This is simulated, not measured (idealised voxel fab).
This is a process module. Its name is voxel trench capacitor.
Xsec cut, 230 nm wide, square cell size 5 nm.
A cross-section is written here as square cells arranged in a grid, and it is given in bands from the top down, each band taking up one or more rows of cells.
The band entry comprises the height of the band's top followed by the height of its bottom, expressed in nm, and subsequently the band's materials from left to right, each stated together with its width in nm. Where a single material is marked with the word "edge to edge", that material fills the band from edge to edge. The word "empty" represents empty space.
Heights are reckoned from 0. Under this level, the received wafer is all of one material. The bottommost band is open-ended downward, for example "top 0, no bottom".
The expression "30..40" gives the width at the extremes of the band, the first number at its top row of cells and the second at its bottom row, with the width changing by equal amounts from each row to the next in between.
"remains unaltered", as given for a step, is the statement that not any cell of the cross-section underwent a change during that step.
Entry "Closed void list". Content: empty spaces with no open connection to the top, size 8 cells or greater. Each: width x height at distance. Distance: from left edge. Unit: nm.
Read whatever lies past the settings on a step's line as the simulator's own remark about the step.
"overlay nm" answers the question of how far to the right of plan the mask lay on a step that has a mask, and when it is negative the answer is to the left.
## Listed below are the process steps as planned
1) RECEIVE (material Si)
2) CONFORMAL_DEP (material SiN; thk nm 5)
3) PATTERN (tone open; mask id TRENCH; material resist; width nm 25; pitch nm 55; thk nm 15; overlay nm 0)
4) DIRECTIONAL_ETCH (etch materials SiN; depth nm 10)
5) DIRECTIONAL_ETCH (etch materials Si; depth nm 30)
6) STRIP (etch materials resist)
7) CONFORMAL_DEP (material Al2O3; thk nm 5)
8) FILL_DEP (material polySi; thk nm 10)
9) CMP (height nm 10)
The value of thk nm given for step 2 in the plan refers to the first wafer; the wafers vary in this setting and are alike at the start.
## First of several wafers (as received, post step 1), cross-sectional view
    top 0, no bottom  Si edge to edge
    Closed void list: none
## Quick look at the cross-section of the first of several wafers after step 9, which wraps up the module
    top 10, bottom 5  Al2O3 (50)  polySi (15)  Al2O3 (40)  polySi (15)  Al2O3 (40)  polySi (15)  Al2O3 (55)
    top 5, bottom 0  SiN (45)  Al2O3 (5)  polySi (15)  Al2O3 (5)  SiN (30)  Al2O3 (5)  polySi (15)  Al2O3 (5)  SiN (30)  Al2O3 (5)  polySi (15)  Al2O3 (5)  SiN (50)
    top 0, bottom -25  Si (45)  Al2O3 (5)  polySi (15)  Al2O3 (5)  Si (30)  Al2O3 (5)  polySi (15)  Al2O3 (5)  Si (30)  Al2O3 (5)  polySi (15)  Al2O3 (5)  Si (50)
    top -25, bottom -30  Si (45)  Al2O3 (25)  Si (30)  Al2O3 (25)  Si (30)  Al2O3 (25)  Si (50)
    top -30, no bottom  Si edge to edge
    Closed void list: none
## Cross-sectional depiction of the last of several wafers upon completion of the module
    top 10, bottom 0  SiN edge to edge
    top 0, no bottom  Si edge to edge
    Closed void list: none
## Every row in this table is a wafer at the end of the module, and it gives, for each of the materials, the cells that wafer has gained (+) or lost (-) since it was received, then its closed voids
thk nm 5, +88 Al2O3, -90 Si, +31 SiN, +63 polySi, Closed void list: none
thk nm 10, +57 Al2O3, -90 Si, +62 SiN, +63 polySi, Closed void list: none
thk nm 15, +15 Al2O3, +77 SiN, Closed void list: none
thk nm 20, +92 SiN, Closed void list: none
thk nm 25, +92 SiN, Closed void list: none
